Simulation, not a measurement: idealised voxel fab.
The following process module bears the name voxel transistor to metal.
Section cut is 185 nm wide and gridded with 5 nm square cells.
Square cells in a grid make up a cross-section in this document, and the grid is given as bands, listed from the top down, each one or more rows of cells. Band: top height; bottom height; in nm. Then, left to right: material with width in nm, for each material. "everywhere": a single material spanning edge to edge. "empty": empty space. Counting heights begins at 0, where everything beneath is, in the wafer as received, one material. The lowest band has no bottom; it goes on downwards, as "top 0, no bottom" shows. Top row gets the first number, bottom row gets the second, and each row in between changes by the same step: that is how a band width like "30->40" works. No cell of the cross-section changed in a step that is given as "no modification". "Completely enclosed voids" lists enclosed empty spaces (at least 8 cells, no open path upward to the top), each as width x height at distance from the left edge, in nm. after a step's settings: what the simulator itself notes on the step. The line of a step may include "overlay nm". On a step with a mask, this value is how far to the right of its planned place the mask lay. A negative value means the mask lay to the left.
# The planned process steps are enumerated hereunder
| 1 | RECEIVE,material Si |
| 2 | OXIDIZE,depth nm 5 |
| 3 | CONFORMAL_DEP,material SiN,thk nm 10 |
| 4 | MASKED_ETCH,tone cover,mask id ACTIVE,width nm 105,etch materials SiN,depth nm 10,overlay nm 0 |
| 5 | MASKED_ETCH,tone cover,mask id ACTIVE,width nm 105,etch materials SiO2,depth nm 5,overlay nm 0 |
| 6 | MASKED_ETCH,tone cover,mask id ACTIVE,width nm 105,etch materials Si,depth nm 35,overlay nm 0 |
| 7 | FILL_DEP,material SiO2,thk nm 10 |
| 8 | CMP,height nm 10 |
| 9 | SELECTIVE_ETCH,etch materials SiO2,depth nm 10 |
| 10 | STRIP,etch materials SiN |
| 11 | SELECTIVE_ETCH,etch materials SiO2,depth nm 5 |
| 12 | OXIDIZE,depth nm 5 |
| 13 | DIRECTIONAL_DEP,material polySi,thk nm 25 |
| 14 | DIRECTIONAL_DEP,material SiCN,thk nm 10 |
| 15 | MASKED_ETCH,tone cover,mask id GATE,width nm 15,etch materials SiCN,depth nm 20,overlay nm 0 |
| 16 | MASKED_ETCH,tone cover,mask id GATE,width nm 15,etch materials polySi,depth nm 35,overlay nm 0 |
| 17 | CONFORMAL_DEP,material SiO2,thk nm 5 |
| 18 | DIRECTIONAL_ETCH,etch materials SiO2,depth nm 5 |
| 19 | CONFORMAL_DEP,material SiN,thk nm 10 |
| 20 | DIRECTIONAL_ETCH,etch materials SiN,depth nm 10 |
| 21 | DIRECTIONAL_ETCH,etch materials SiO2,depth nm 5 |
| 22 | EPI,material SiGe,thk nm 5 |
| 23 | FILL_DEP,material SiO2,thk nm 10 |
| 24 | CMP,height nm 30 |
| 25 | DIRECTIONAL_DEP,material SiO2,thk nm 10 |
| 26 | DIRECTIONAL_DEP,material aC,thk nm 10 |
| 27 | PATTERN,tone open,mask id CONTACT,material resist,width nm 35,pitch nm 60,thk nm 25,overlay nm 0 |
| 28 | DIRECTIONAL_ETCH,etch materials aC,depth nm 10 |
| 29 | STRIP,etch materials resist |
| 30 | DIRECTIONAL_ETCH,etch materials SiO2,depth nm 45 |
| 31 | STRIP,etch materials aC |
| 32 | CONFORMAL_DEP,material TiN,thk nm 5 |
| 33 | FILL_DEP,material Ru,thk nm 10 |
| 34 | CMP,height nm 40 |
| 35 | CONFORMAL_DEP,material SiN,thk nm 5 |
| 36 | DIRECTIONAL_DEP,material SiO2,thk nm 15 |
| 37 | MASKED_ETCH,tone open,mask id METAL_1,width nm 20,pitch nm 75,etch materials SiO2,depth nm 15,overlay nm 0 |
| 38 | MASKED_ETCH,tone open,mask id METAL_1,width nm 20,pitch nm 75,etch materials SiN,depth nm 5,overlay nm 0 |
| 39 | CONFORMAL_DEP,material TiN,thk nm 5 |
| 40 | FILL_DEP,material Ru,thk nm 10 |
| 41 | CMP,height nm 60 |
| 42 | CONFORMAL_DEP,material SiCN,thk nm 5 |
| 43 | DIRECTIONAL_DEP,material SiO2,thk nm 30 |
| 44 | MASKED_ETCH,tone open,mask id METAL_2,width nm 20,pitch nm 75,etch materials SiO2,depth nm 15,overlay nm 0 |
| 45 | PATTERN,tone open,mask id METAL_2_HOLES,material resist,width nm 15,pitch nm 75,thk nm 20,overlay nm 0 |
| 46 | DIRECTIONAL_ETCH,etch materials SiO2,depth nm 15 |
| 47 | DIRECTIONAL_ETCH,etch materials SiCN,depth nm 5 |
| 48 | STRIP,etch materials resist |
| 49 | CONFORMAL_DEP,material TiN,thk nm 5 |
| 50 | FILL_DEP,material Ru,thk nm 5 |
| 51 | CMP,height nm 95 |
| 52 | CONFORMAL_DEP,material SiN,thk nm 5 |
Among the wafers covered here, the point of difference is the thk nm at step 32; their starting state is shared, and the plan presents the value of the first wafer.
# As received, i.e. after step 1: cross-section through the first of several wafers
> top 0, no bottom | Si everywhere
> Completely enclosed voids: none
# Below: a row per wafer. Contents at end of module: for every material, cells gained since receipt (+) or lost since receipt (-); then closed voids
thk nm 5; +80 Ru; -170 Si; +37 SiCN; +14 SiGe; +94 SiN; +572 SiO2; +98 TiN; +15 polySi; Completely enclosed voids: none
thk nm 10; +42 Ru; -170 Si; +37 SiCN; +14 SiGe; +94 SiN; +572 SiO2; +136 TiN; +15 polySi; Completely enclosed voids: none
thk nm 15; +28 Ru; -170 Si; +37 SiCN; +14 SiGe; +94 SiN; +572 SiO2; +150 TiN; +15 polySi; Completely enclosed voids: none
thk nm 20; +28 Ru; -170 Si; +37 SiCN; +14 SiGe; +94 SiN; +572 SiO2; +150 TiN; +15 polySi; Completely enclosed voids: none
